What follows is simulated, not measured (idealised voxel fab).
Documented hereafter: the process module known as voxel transistor to metal.
Cross-section cut: width 295 nm, square cells of 5 nm.
How to read a cross-section here: the picture is a grid of square cells, written as bands going from the top down, and any band can span one or more rows of cells.
This entry defines a band. It first specifies the height of the band's top and the height of its bottom in nm, and then specifies the band's materials from left to right, stating each material with its width in nm. The word "edge to edge" identifies a single material that fills the band from edge to edge, while the word "blank" identifies empty space.
The level at which height equals 0 is the one under which the wafer, as it arrives, is entirely one material. No lower edge exists for the bottom band, which continues downward and is notated as in "0 down".
Read "30->40" as a graded width: first number on top, second number at the bottom, same change between each pair of neighbouring rows.
"remains unaltered" -> step changed no cross-section cell.
"Enclosed void list" enumerates empty spaces isolated from the top, with no open way to it, that contain at least 8 cells, giving each as width x height at distance from the left edge, all three in nm.
Post-settings text on a step line: simulator's own remark regarding the step.
Steps that use a mask can have "overlay nm" on their line. It says how far the mask sat to the right of where it was meant to be. Negative means to the left.

[The following list gives the planned process steps]
1: op RECEIVE | material Si
2: op CONFORMAL_DEP | material SiO2 | thk nm 5
3: op CONFORMAL_DEP | material SiN | thk nm 15
4: op MASKED_ETCH | tone cover | mask id ACTIVE | width nm 110 | pitch nm 130 | etch materials SiN | depth nm 15 | overlay nm 0
5: op MASKED_ETCH | tone cover | mask id ACTIVE | width nm 110 | pitch nm 130 | etch materials SiO2 | depth nm 5 | overlay nm 0
6: op MASKED_ETCH | tone cover | mask id ACTIVE | width nm 110 | pitch nm 130 | etch materials Si | depth nm 30 | overlay nm 0
7: op FILL_DEP | material SiO2 | thk nm 10
8: op CMP | height nm 20
9: op SELECTIVE_ETCH | etch materials SiO2 | depth nm 15
10: op STRIP | etch materials SiN
11: op SELECTIVE_ETCH | etch materials SiO2 | depth nm 5
12: op OXIDIZE | depth nm 5
13: op DIRECTIONAL_DEP | material polySi | thk nm 30
14: op DIRECTIONAL_DEP | material SiCN | thk nm 10
15: op DIRECTIONAL_DEP | material aC | thk nm 10
16: op PATTERN | tone cover | mask id GATE | material resist | width nm 20 | pitch nm 130 | thk nm 25 | overlay nm 0
17: op DIRECTIONAL_ETCH | etch materials aC | depth nm 10
18: op STRIP | etch materials resist
19: op DIRECTIONAL_ETCH | etch materials SiCN | depth nm 20
20: op DIRECTIONAL_ETCH | etch materials polySi | depth nm 40
21: op STRIP | etch materials aC
22: op CONFORMAL_DEP | material SiO2 | thk nm 5
23: op DIRECTIONAL_ETCH | etch materials SiO2 | depth nm 5
24: op CONFORMAL_DEP | material SiN | thk nm 5
25: op DIRECTIONAL_ETCH | etch materials SiN | depth nm 5
26: op DIRECTIONAL_ETCH | etch materials SiO2 | depth nm 5
27: op EPI | material SiGe | thk nm 5
28: op FILL_DEP | material SiO2 | thk nm 5
29: op CMP | height nm 40
30: op DIRECTIONAL_DEP | material SiO2 | thk nm 15
31: op DIRECTIONAL_DEP | material aC | thk nm 10
32: op PATTERN | tone open | mask id CONTACT | material resist | width nm 20 | thk nm 30 | overlay nm 0
33: op DIRECTIONAL_ETCH | etch materials aC | depth nm 10
34: op STRIP | etch materials resist
35: op DIRECTIONAL_ETCH | etch materials SiO2 | depth nm 55
36: op STRIP | etch materials aC
37: op CONFORMAL_DEP | material TiN | thk nm 5
38: op FILL_DEP | material Ru | thk nm 5
39: op CMP | height nm 55
40: op CONFORMAL_DEP | material SiN | thk nm 5
41: op DIRECTIONAL_DEP | material lowk | thk nm 25
42: op DIRECTIONAL_DEP | material aC | thk nm 15
43: op PATTERN | tone open | mask id METAL_1 | material resist | width nm 20 | thk nm 35 | overlay nm 0
44: op DIRECTIONAL_ETCH | etch materials aC | depth nm 15
45: op STRIP | etch materials resist
46: op DIRECTIONAL_ETCH | etch materials lowk | depth nm 25
47: op DIRECTIONAL_ETCH | etch materials SiN | depth nm 5
48: op STRIP | etch materials aC
49: op CONFORMAL_DEP | material TiN | thk nm 5
50: op FILL_DEP | material W | thk nm 10
51: op CMP | height nm 85
52: op EPI | material Ru | thk nm 5
53: op FILL_DEP | material SiCN | thk nm 5
54: op DIRECTIONAL_DEP | material SiO2 | thk nm 25
55: op DIRECTIONAL_DEP | material aC | thk nm 10
56: op PATTERN | tone open | mask id METAL_2 | material resist | width nm 20 | pitch nm 130 | thk nm 25 | overlay nm 0
57: op DIRECTIONAL_ETCH | etch materials aC | depth nm 10
58: op STRIP | etch materials resist
59: op DIRECTIONAL_ETCH | etch materials SiO2 | depth nm 15
60: op STRIP | etch materials aC
61: op DIRECTIONAL_DEP | material aC | thk nm 10
62: op PATTERN | tone open | mask id METAL_2_HOLES | material resist | width nm 15 | pitch nm 130 | thk nm 25 | overlay nm 0
63: op DIRECTIONAL_ETCH | etch materials aC | depth nm 10
64: op STRIP | etch materials resist
65: op DIRECTIONAL_ETCH | etch materials SiO2 | depth nm 10
66: op DIRECTIONAL_ETCH | etch materials SiCN | depth nm 5
67: op STRIP | etch materials aC
68: op CONFORMAL_DEP | material TiN | thk nm 5
69: op FILL_DEP | material Cu | thk nm 10
70: op CMP | height nm 120
71: op CONFORMAL_DEP | material SiCN | thk nm 5

[The cross-section here shows the wafer as received, i.e. in its state after step 1]
- 0 down: Si edge to edge
- Enclosed void list: none

[This is how the wafer looks in cross-section once the module is done, given the starting state and plan above and one mistake in carrying the plan out]
- 125 to 120: SiCN edge to edge
- 120 to 110: 30 of SiO2 | 5 of TiN | 15 of Cu | 5 of TiN | 105 of SiO2 | 5 of TiN | 15 of Cu | 5 of TiN | 110 of SiO2
- 110 to 105: 30 of SiO2 | 5 of TiN | 5 of Cu | 15 of TiN | 105 of SiO2 | 5 of TiN | 5 of Cu | 15 of TiN | 110 of SiO2
- 105 to 95: 30 of SiO2 | 5 of TiN | 5 of Cu | 5 of TiN | 115 of SiO2 | 5 of TiN | 5 of Cu | 5 of TiN | 120 of SiO2
- 95 to 90: 30 of SiCN | 15 of TiN | 115 of SiCN | 15 of TiN | 120 of SiCN
- 90 to 85: 25 of SiCN | 30 of Ru | 50 of SiCN | 30 of Ru | 20 of SiCN | 30 of Ru | 50 of SiCN | 30 of Ru | 30 of SiCN
- 85 to 60: 30 of lowk | 5 of TiN | 10 of W | 5 of TiN | 60 of lowk | 5 of TiN | 10 of W | 5 of TiN | 30 of lowk | 5 of TiN | 10 of W | 5 of TiN | 60 of lowk | 5 of TiN | 10 of W | 5 of TiN | 35 of lowk
- 60 to 55: 30 of SiN | 20 of TiN | 60 of SiN | 20 of TiN | 30 of SiN | 20 of TiN | 60 of SiN | 20 of TiN | 35 of SiN
- 55 to 40: 30 of SiO2 | 5 of TiN | 10 of Ru | 5 of TiN | 60 of SiO2 | 5 of TiN | 10 of Ru | 5 of TiN | 30 of SiO2 | 5 of TiN | 10 of Ru | 5 of TiN | 60 of SiO2 | 5 of TiN | 10 of Ru | 5 of TiN | 35 of SiO2
- 40 to 30: 30 of SiO2 | 5 of TiN | 10 of Ru | 5 of TiN | 10 of SiO2 | 5 of SiN | 5 of SiO2 | 20 of SiCN | 5 of SiO2 | 5 of SiN | 10 of SiO2 | 5 of TiN | 10 of Ru | 5 of TiN | 30 of SiO2 | 5 of TiN | 10 of Ru | 5 of TiN | 10 of SiO2 | 5 of SiN | 5 of SiO2 | 20 of SiCN | 5 of SiO2 | 5 of SiN | 10 of SiO2 | 5 of TiN | 10 of Ru | 5 of TiN | 35 of SiO2
- 30 to 5: 30 of SiO2 | 5 of TiN | 10 of Ru | 5 of TiN | 10 of SiO2 | 5 of SiN | 5 of SiO2 | 20 of polySi | 5 of SiO2 | 5 of SiN | 10 of SiO2 | 5 of TiN | 10 of Ru | 5 of TiN | 30 of SiO2 | 5 of TiN | 10 of Ru | 5 of TiN | 10 of SiO2 | 5 of SiN | 5 of SiO2 | 20 of polySi | 5 of SiO2 | 5 of SiN | 10 of SiO2 | 5 of TiN | 10 of Ru | 5 of TiN | 35 of SiO2
- 5 to 0: 30 of SiO2 | 20 of TiN | 10 of SiO2 | 5 of SiN | 5 of SiO2 | 20 of polySi | 5 of SiO2 | 5 of SiN | 10 of SiO2 | 20 of TiN | 30 of SiO2 | 20 of TiN | 10 of SiO2 | 5 of SiN | 5 of SiO2 | 20 of polySi | 5 of SiO2 | 5 of SiN | 10 of SiO2 | 20 of TiN | 35 of SiO2
- 0 to -5: 20 of SiO2 | 40 of SiGe | 40 of SiO2 | 40 of SiGe | 10 of SiO2 | 40 of SiGe | 40 of SiO2 | 40 of SiGe | 25 of SiO2
- -5 to -30: 25 of SiO2 | 110 of Si | 20 of SiO2 | 110 of Si | 30 of SiO2
- -30 down: Si edge to edge
- Enclosed void list: none
Deviation from plan: step 56: run off-plan, actual operation and settings op PATTERN | tone open | mask id METAL_2 | material resist | width nm 25 | pitch nm 130 | thk nm 25 | overlay nm 0
